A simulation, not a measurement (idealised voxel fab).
Process module heading - voxel capacitor over wiring
Displayed cross-section: cut, width of 275 nm, square cells sized 5 nm.
For the purposes of this document, a cross-section shall be understood as a grid of square cells, specified as bands listed in top-to-bottom order, each band consisting of one or more rows of cells.
It is stipulated that each band's entry specify, in nanometres, the height of the top of the band and then that of its bottom, followed by the materials of the band in left-to-right sequence, each together with its width in nanometres. A single material marked by the word "all across" is understood to fill the band from edge to edge; the word "empty" is understood to denote empty space.
The reference from which all heights are counted is 0, the level beneath which the as-received wafer is entirely one material; the lowest band, having no lower bound, proceeds downward and is written after the example "0..down".
A two-number width, for instance "30 to 40", indicates that the width is equal to the first number in the top row of the band and to the second number in the bottom row, and that it changes by a constant amount per row of cells.
Reading "same as before" for a step: not a cell of the cross-section changed in it.
In the "Closed voids list" entry, you get each enclosed empty space of 8 cells or more, one with no open way to the top, written width x height at distance, distance from the left edge, in nm.
Read whatever lies past the settings on a step's line as the simulator's own remark about the step.
A step line may carry the setting "overlay nm", which, for steps involving a mask, states the distance by which the mask lay to the right of its intended position; negative values denote displacement to the left.

**The following list gives the planned process steps**
1: RECEIVE, material Si
2: CONFORMAL_DEP, material SiO2, thk nm 15
3: DIRECTIONAL_DEP, material TiN, thk nm 5
4: DIRECTIONAL_DEP, material W, thk nm 20
5: MASKED_ETCH, tone cover, mask id METAL_1, width nm 30, pitch nm 90, etch materials W, depth nm 20, overlay nm 0
6: MASKED_ETCH, tone cover, mask id METAL_1, width nm 30, pitch nm 90, etch materials TiN, depth nm 5, overlay nm 0
7: CONFORMAL_DEP, material SiN, thk nm 5
8: FILL_DEP, material lowk, thk nm 10
9: CMP, height nm 40
10: CONFORMAL_DEP, material SiCN, thk nm 5
11: DIRECTIONAL_DEP, material lowk, thk nm 15
12: MASKED_ETCH, tone open, mask id PLUG_1, width nm 15, etch materials lowk, depth nm 15, overlay nm 0
13: MASKED_ETCH, tone open, mask id PLUG_1, width nm 15, etch materials SiCN, depth nm 5, overlay nm 0
14: EPI, material Ru, thk nm 10
15: EPI, material Ru, thk nm 10
16: DIRECTIONAL_DEP, material TiN, thk nm 10
17: DIRECTIONAL_DEP, material HfO2, thk nm 5
18: DIRECTIONAL_DEP, material TiN, thk nm 10
19: MASKED_ETCH, tone cover, mask id UPPER_PLATE, width nm 65, etch materials TiN, depth nm 10, overlay nm 0
20: MASKED_ETCH, tone cover, mask id UPPER_PLATE, width nm 65, etch materials HfO2, depth nm 5, overlay nm 0
21: PATTERN, tone cover, mask id LOWER_PLATE, material resist, width nm 75, thk nm 20, overlay nm 0
22: DIRECTIONAL_ETCH, etch materials TiN, depth nm 10
23: STRIP, etch materials resist
24: FILL_DEP, material SiO2, thk nm 15
25: CMP, height nm 95
26: DIRECTIONAL_DEP, material aC, thk nm 10
27: PATTERN, tone open, mask id PLUG_2, material resist, width nm 15, thk nm 30, overlay nm 0
28: DIRECTIONAL_ETCH, etch materials aC, depth nm 10
29: STRIP, etch materials resist
30: DIRECTIONAL_ETCH, etch materials SiO2, depth nm 10
31: STRIP, etch materials aC
32: CONFORMAL_DEP, material TiN, thk nm 5
33: FILL_DEP, material Ru, thk nm 5
34: CMP, height nm 95
35: CONFORMAL_DEP, material SiN, thk nm 5

**Account of the first of two wafers, which was processed as intended**

**As received (post step 1): cross-section**
	0..down | Si all across
	Closed voids list: none

**Once step 2 is through, the wafer looks like this in cross-section**
	15..0 | SiO2 all across
	At heights below 0, the structure remains unaltered.

**Once step 3 is through, the wafer looks like this in cross-section**
	20..15 | TiN all across
	At heights below 15, the structure remains unaltered.

**Once step 4 is through, the wafer looks like this in cross-section**
	40..20 | W all across
	At heights below 20, the structure remains unaltered.

**Once step 5 is through, the wafer looks like this in cross-section**
	40..20 | empty (75), then W (30), then empty (60), then W (30), then empty (80)
	At heights below 20, the structure remains unaltered.

**Once step 6 is through, the wafer looks like this in cross-section**
	40..20 | empty (75), then W (30), then empty (60), then W (30), then empty (80)
	20..15 | empty (75), then TiN (30), then empty (60), then TiN (30), then empty (80)
	At heights below 15, the structure remains unaltered.

**Once step 7 is through, the wafer looks like this in cross-section**
	45..40 | empty (70), then SiN (40), then empty (50), then SiN (40), then empty (75)
	40..20 | empty (70), then SiN (5), then W (30), then SiN (5), then empty (50), then SiN (5), then W (30), then SiN (5), then empty (75)
	20..15 | SiN (75), then TiN (30), then SiN (60), then TiN (30), then SiN (80)
	At heights below 15, the structure remains unaltered.

**Once step 8 is through, the wafer looks like this in cross-section**
	55..45 | lowk all across
	45..40 | lowk (70), then SiN (40), then lowk (50), then SiN (40), then lowk (75)
	40..20 | lowk (70), then SiN (5), then W (30), then SiN (5), then lowk (50), then SiN (5), then W (30), then SiN (5), then lowk (75)
	At heights below 20, the structure remains unaltered.

**Once step 9 is through, the wafer looks like this in cross-section**
	40..20 | lowk (70), then SiN (5), then W (30), then SiN (5), then lowk (50), then SiN (5), then W (30), then SiN (5), then lowk (75)
	At heights below 20, the structure remains unaltered.

**Once step 10 is through, the wafer looks like this in cross-section**
	45..40 | SiCN all across
	At heights below 40, the structure remains unaltered.

**Once step 11 is through, the wafer looks like this in cross-section**
	60..45 | lowk all across
	At heights below 45, the structure remains unaltered.

**Once step 12 is through, the wafer looks like this in cross-section**
	60..45 | lowk (90), then empty (15), then lowk (170)
	At heights below 45, the structure remains unaltered.

**Once step 13 is through, the wafer looks like this in cross-section**
	60..45 | lowk (90), then empty (15), then lowk (170)
	45..40 | SiCN (90), then empty (15), then SiCN (170)
	At heights below 40, the structure remains unaltered.

**Once step 14 is through, the wafer looks like this in cross-section**
	60..50 | lowk (90), then empty (15), then lowk (170)
	50..45 | lowk (90), then Ru (15), then lowk (170)
	45..40 | SiCN (90), then Ru (15), then SiCN (170)
	At heights below 40, the structure remains unaltered.

**Once step 15 is through, the wafer looks like this in cross-section**
	60..45 | lowk (90), then Ru (15), then lowk (170)
	At heights below 45, the structure remains unaltered.

**Once step 16 is through, the wafer looks like this in cross-section**
	70..60 | TiN all across
	At heights below 60, the structure remains unaltered.

**Once step 17 is through, the wafer looks like this in cross-section**
	75..70 | HfO2 all across
	At heights below 70, the structure remains unaltered.

**Once step 18 is through, the wafer looks like this in cross-section**
	85..75 | TiN all across
	At heights below 75, the structure remains unaltered.

**Once step 19 is through, the wafer looks like this in cross-section**
	85..75 | empty (90), then TiN (65), then empty (120)
	At heights below 75, the structure remains unaltered.

**Once step 20 is through, the wafer looks like this in cross-section**
	85..75 | empty (90), then TiN (65), then empty (120)
	75..70 | empty (90), then HfO2 (65), then empty (120)
	At heights below 70, the structure remains unaltered.

**Once step 21 is through, the wafer looks like this in cross-section**
	105..85 | empty (85), then resist (75), then empty (115)
	85..75 | empty (85), then resist (5), then TiN (65), then resist (5), then empty (115)
	75..70 | empty (85), then resist (5), then HfO2 (65), then resist (5), then empty (115)
	At heights below 70, the structure remains unaltered.

**Once step 22 is through, the wafer looks like this in cross-section**
	105..85 | empty (85), then resist (75), then empty (115)
	85..75 | empty (85), then resist (5), then TiN (65), then resist (5), then empty (115)
	75..70 | empty (85), then resist (5), then HfO2 (65), then resist (5), then empty (115)
	70..60 | empty (85), then TiN (75), then empty (115)
	At heights below 60, the structure remains unaltered.

**Once step 23 is through, the wafer looks like this in cross-section**
	85..75 | empty (90), then TiN (65), then empty (120)
	75..70 | empty (90), then HfO2 (65), then empty (120)
	At heights below 70, the structure remains unaltered.

**Once step 24 is through, the wafer looks like this in cross-section**
	100..85 | SiO2 all across
	85..75 | SiO2 (90), then TiN (65), then SiO2 (120)
	75..70 | SiO2 (90), then HfO2 (65), then SiO2 (120)
	70..60 | SiO2 (85), then TiN (75), then SiO2 (115)
	At heights below 60, the structure remains unaltered.

**Once step 25 is through, the wafer looks like this in cross-section**
	95..85 | SiO2 all across
	At heights below 85, the structure remains unaltered.

**Once step 26 is through, the wafer looks like this in cross-section**
	105..95 | aC all across
	At heights below 95, the structure remains unaltered.

**Once step 27 is through, the wafer looks like this in cross-section**
	135..105 | resist (100), then empty (15), then resist (160)
	At heights below 105, the structure remains unaltered.

**Once step 28 is through, the wafer looks like this in cross-section**
	125..105 | resist (100), then empty (15), then resist (160)
	105..95 | aC (100), then empty (15), then aC (160)
	At heights below 95, the structure remains unaltered.

**Once step 29 is through, the wafer looks like this in cross-section**
	105..95 | aC (100), then empty (15), then aC (160)
	At heights below 95, the structure remains unaltered.

**Once step 30 is through, the wafer looks like this in cross-section**
	105..95 | aC (100), then empty (15), then aC (160)
	95..85 | SiO2 (100), then empty (15), then SiO2 (160)
	At heights below 85, the structure remains unaltered.

**Once step 31 is through, the wafer looks like this in cross-section**
	95..85 | SiO2 (100), then empty (15), then SiO2 (160)
	At heights below 85, the structure remains unaltered.

**Once step 32 is through, the wafer looks like this in cross-section**
	100..95 | TiN (105), then empty (5), then TiN (165)
	95..90 | SiO2 (100), then TiN (5), then empty (5), then TiN (5), then SiO2 (160)
	90..85 | SiO2 (100), then TiN (15), then SiO2 (160)
	At heights below 85, the structure remains unaltered.

**Once step 33 is through, the wafer looks like this in cross-section**
	105..100 | Ru all across
	100..95 | TiN (105), then Ru (5), then TiN (165)
	95..90 | SiO2 (100), then TiN (5), then Ru (5), then TiN (5), then SiO2 (160)
	At heights below 90, the structure remains unaltered.

**Once step 34 is through, the wafer looks like this in cross-section**
	95..90 | SiO2 (100), then TiN (5), then Ru (5), then TiN (5), then SiO2 (160)
	At heights below 90, the structure remains unaltered.

**Once step 35 is through, the wafer looks like this in cross-section**
	100..95 | SiN all across
	At heights below 95, the structure remains unaltered.

**Second of two: same start, same plan, one run error; steps up to and including 26 match the first**

**Second wafer at the planned finish of step 27, seen in cross-section**
	135..105 | resist (100), then empty (20), then resist (155)
	At heights below 105, the structure remains unaltered.

**Second wafer at the planned finish of step 28, seen in cross-section**
	125..105 | resist (100), then empty (20), then resist (155)
	105..95 | aC (100), then empty (20), then aC (155)
	At heights below 95, the structure remains unaltered.

**Second wafer at the planned finish of step 29, seen in cross-section**
	105..95 | aC (100), then empty (20), then aC (155)
	At heights below 95, the structure remains unaltered.

**Second wafer at the planned finish of step 30, seen in cross-section**
	105..95 | aC (100), then empty (20), then aC (155)
	95..85 | SiO2 (100), then empty (20), then SiO2 (155)
	At heights below 85, the structure remains unaltered.

**Second wafer at the planned finish of step 31, seen in cross-section**
	95..85 | SiO2 (100), then empty (20), then SiO2 (155)
	At heights below 85, the structure remains unaltered.

**Second wafer at the planned finish of step 32, seen in cross-section**
	100..95 | TiN (105), then empty (10), then TiN (160)
	95..90 | SiO2 (100), then TiN (5), then empty (10), then TiN (5), then SiO2 (155)
	90..85 | SiO2 (100), then TiN (20), then SiO2 (155)
	At heights below 85, the structure remains unaltered.

**Second wafer at the planned finish of step 33, seen in cross-section**
	105..100 | Ru all across
	100..95 | TiN (105), then Ru (10), then TiN (160)
	95..90 | SiO2 (100), then TiN (5), then Ru (10), then TiN (5), then SiO2 (155)
	At heights below 90, the structure remains unaltered.

**Second wafer at the planned finish of step 34, seen in cross-section**
	95..90 | SiO2 (100), then TiN (5), then Ru (10), then TiN (5), then SiO2 (155)
	At heights below 90, the structure remains unaltered.

**Second wafer at the planned finish of step 35, seen in cross-section**
	100..95 | SiN all across
	At heights below 95, the structure remains unaltered.
Processing error: step 27 did not happen as planned, as run it was PATTERN, tone open, mask id PLUG_2, material resist, width nm 20, thk nm 30, overlay nm 0
Final tally in cells, some materials are higher or lower on the second wafer than on the first: 1 more of Ru; 2 fewer of SiO2; 1 more of TiN
